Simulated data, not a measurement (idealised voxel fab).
Process module in this document: voxel local oxidation
FYI the section here is cut, 250 nm wide, cells are 5 nm squares.
For the purposes of this document, a cross-section shall be understood as a grid of square cells, specified as bands listed in top-to-bottom order, each band consisting of one or more rows of cells.
In this notation a band is specified by the heights of its top and bottom, in that order and in nm, after which its materials appear from left to right, each paired with its width in nm. The word "all across" attached to a single material means that material fills the band from edge to edge; the word "empty" stands for empty space.
Measure heights from 0. That's the level where, below it, the as-received wafer is all one material. The lowest band is bottomless and extends downward; write it as in "0 and below".
Quick explanation for "30->40": the width changes in equal steps down the rows of cells, from the first number in the band's top row to the second number in its bottom row.
Step note "no modifications" = no cross-section cell changed.
Entry "Enclosed void catalog". Content: empty spaces with no open connection to the top, size 8 cells or greater. Each: width x height at distance. Distance: from left edge. Unit: nm.
Read whatever lies past the settings on a step's line as the simulator's own remark about the step.
The "overlay nm" setting may appear on a step's line; for a step that uses a mask, it gives how far to the right of its planned position the mask lay, and a negative value indicates the left.
[Intended process steps]
1: RECEIVE, material Si
2: CONFORMAL_DEP, material SiO2, thk nm 5
3: CONFORMAL_DEP, material SiN, thk nm 15
4: PATTERN, tone cover, mask id ACTIVE, material resist, width nm 130, thk nm 15, overlay nm 0
5: DIRECTIONAL_ETCH, etch materials SiN, depth nm 15
6: STRIP, etch materials resist
7: SELECTIVE_ETCH, etch materials SiO2, depth nm 5
8: OXIDIZE, depth nm 15
9: STRIP, etch materials SiN
[On the first of the two wafers: run conducted according to plan]
[Cross-sectional view of the wafer in its as-received condition, corresponding to the state after step 1]
* 0 and below = Si all across
* Enclosed void catalog: none
[The wafer, seen in cross-section, after step 2]
* 5 down to 0 = SiO2 all across
* Below 0 it's all the same as before, nothing changed down there.
[The wafer, seen in cross-section, after step 3]
* 20 down to 5 = SiN all across
* Below 5 it's all the same as before, nothing changed down there.
[The wafer, seen in cross-section, after step 4]
* 35 down to 20 = empty=60, resist=130, empty=60
* Below 20 it's all the same as before, nothing changed down there.
[The wafer, seen in cross-section, after step 5]
* 35 down to 20 = empty=60, resist=130, empty=60
* 20 down to 5 = empty=60, SiN=130, empty=60
* Below 5 it's all the same as before, nothing changed down there.
[The wafer, seen in cross-section, after step 6]
* 20 down to 5 = empty=60, SiN=130, empty=60
* Below 5 it's all the same as before, nothing changed down there.
[The wafer, seen in cross-section, after step 7]
* 20 down to 5 = empty=60, SiN=130, empty=60
* 5 down to 0 = empty=65, SiO2=120, empty=65
* Below 0 it's all the same as before, nothing changed down there.
[The wafer, seen in cross-section, after step 8]
* 20 down to 5 = empty=60, SiN=130, empty=60
* 5 down to 0 = empty=65, SiO2=120, empty=65
* 0 down to -15 = SiO2=80, Si=90, SiO2=80
* Below -15 it's all the same as before, nothing changed down there.
[The wafer, seen in cross-section, after step 9]
* 5 down to 0 = empty=65, SiO2=120, empty=65
* Below 0 it's all the same as before, nothing changed down there.
[Now the other wafer: same start, same recipe, but we messed up one thing when running it. Up to and including step 8 it's the same as the first one]
Second wafer, cut view, end of step 9 per plan: no modifications
Run error: step 9 of the plan was omitted and not executed
The second wafer ends with more or fewer cells of some materials than the first, per final count: 78 more of SiN
